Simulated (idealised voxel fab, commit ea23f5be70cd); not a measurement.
A process module follows: voxel fin reveal.
Cross-sectional view cut (width: 285 nm; square cell size: 5 nm).
Cross-sections here: square-cell grids, written as top-down lists of bands, a band being one or more rows of cells. What a band's entry tells you: where the top is and where the bottom is, as heights in nm, and after that what lies inside, material by material from left to right, each with its width in nm. Empty space is written as the word "air", and a single material marked with the word "throughout" occupies the band from edge to edge. Zero point of the height axis is 0; under it, received wafer = one material. Lowest band: continues down indefinitely, "0 and below". A width given as "30 to 40" starts at the first number in the band's top row and ends at the second number in its bottom row, shifting by an equal amount at every step from row to row. Step note "nothing altered" = no cross-section cell changed. In the "Sealed cavities" entry, you get each enclosed empty space of 8 cells or more, one with no open way to the top, written width x height at distance, distance from the left edge, in nm. Post-settings text on a step line: simulator's own remark regarding the step. Regarding "overlay nm": on a step with a mask, it is the distance the mask lay to the right of its planned place; a negative value places it to the left.
### Process steps (planned)
1: RECEIVE,material Si
2: CONFORMAL_DEP,material SiN,thk nm 10
3: DIRECTIONAL_DEP,material aC,thk nm 15
4: PATTERN,tone cover,mask id FINS,material resist,width nm 15,pitch nm 40,thk nm 30,overlay nm 0
5: DIRECTIONAL_ETCH,etch materials aC,depth nm 15
6: STRIP,etch materials resist
7: DIRECTIONAL_ETCH,etch materials SiN,depth nm 10
8: DIRECTIONAL_ETCH,etch materials Si,depth nm 35
9: STRIP,etch materials aC
10: FILL_DEP,material SiO2,thk nm 10
11: CMP,height nm 10
12: SELECTIVE_ETCH,etch materials SiO2,depth nm 20
13: STRIP,etch materials SiN
14: CONFORMAL_DEP,material HfO2,thk nm 5
### As received (post step 1): cross-section
0 and below | Si throughout
Sealed cavities: none
### First of two wafers, end-of-module section, run followed plan
5 down to 0 | air: 90, HfO2: 25, air: 15, HfO2: 25, air: 15, HfO2: 25, air: 90
0 down to -5 | air: 90, HfO2: 5, Si: 15, HfO2: 5, air: 15, HfO2: 5, Si: 15, HfO2: 5, air: 15, HfO2: 5, Si: 15, HfO2: 5, air: 90
-5 down to -10 | HfO2: 95, Si: 15, HfO2: 25, Si: 15, HfO2: 25, Si: 15, HfO2: 95
-10 down to -35 | SiO2: 95, Si: 15, SiO2: 25, Si: 15, SiO2: 25, Si: 15, SiO2: 95
-35 and below | Si throughout
Sealed cavities: none
### Same start, same plan as the first wafer - but one mistake in the run. Cross-section of the second of the two at the end of the module
5 down to 0 | air: 90, HfO2: 25, air: 15, HfO2: 25, air: 15, HfO2: 25, air: 90
0 down to -5 | air: 90, HfO2: 5, Si: 15, HfO2: 5, air: 15, HfO2: 5, Si: 15, HfO2: 5, air: 15, HfO2: 5, Si: 15, HfO2: 5, air: 90
-5 down to -10 | HfO2: 80, air: 10, HfO2: 5, Si: 15, HfO2: 5, air: 15, HfO2: 5, Si: 15, HfO2: 5, air: 15, HfO2: 5, Si: 15, HfO2: 5, air: 10, HfO2: 80
-10 down to -15 | SiO2: 75, HfO2: 5, air: 10, HfO2: 5, Si: 15, HfO2: 5, air: 15, HfO2: 5, Si: 15, HfO2: 5, air: 15, HfO2: 5, Si: 15, HfO2: 5, air: 10, HfO2: 5, SiO2: 75
-15 down to -20 | SiO2: 75, HfO2: 20, Si: 15, HfO2: 25, Si: 15, HfO2: 25, Si: 15, HfO2: 20, SiO2: 75
-20 down to -35 | SiO2: 95, Si: 15, SiO2: 25, Si: 15, SiO2: 25, Si: 15, SiO2: 95
-35 and below | Si throughout
Sealed cavities: none
Nonconformance to the process plan: the executed order of steps 12 and 13 is the reverse of that specified in the plan, each step having taken the other's position
The closing comparison, in cells, has the second wafer with more or fewer of some materials than the first: +16 HfO2; -36 SiO2
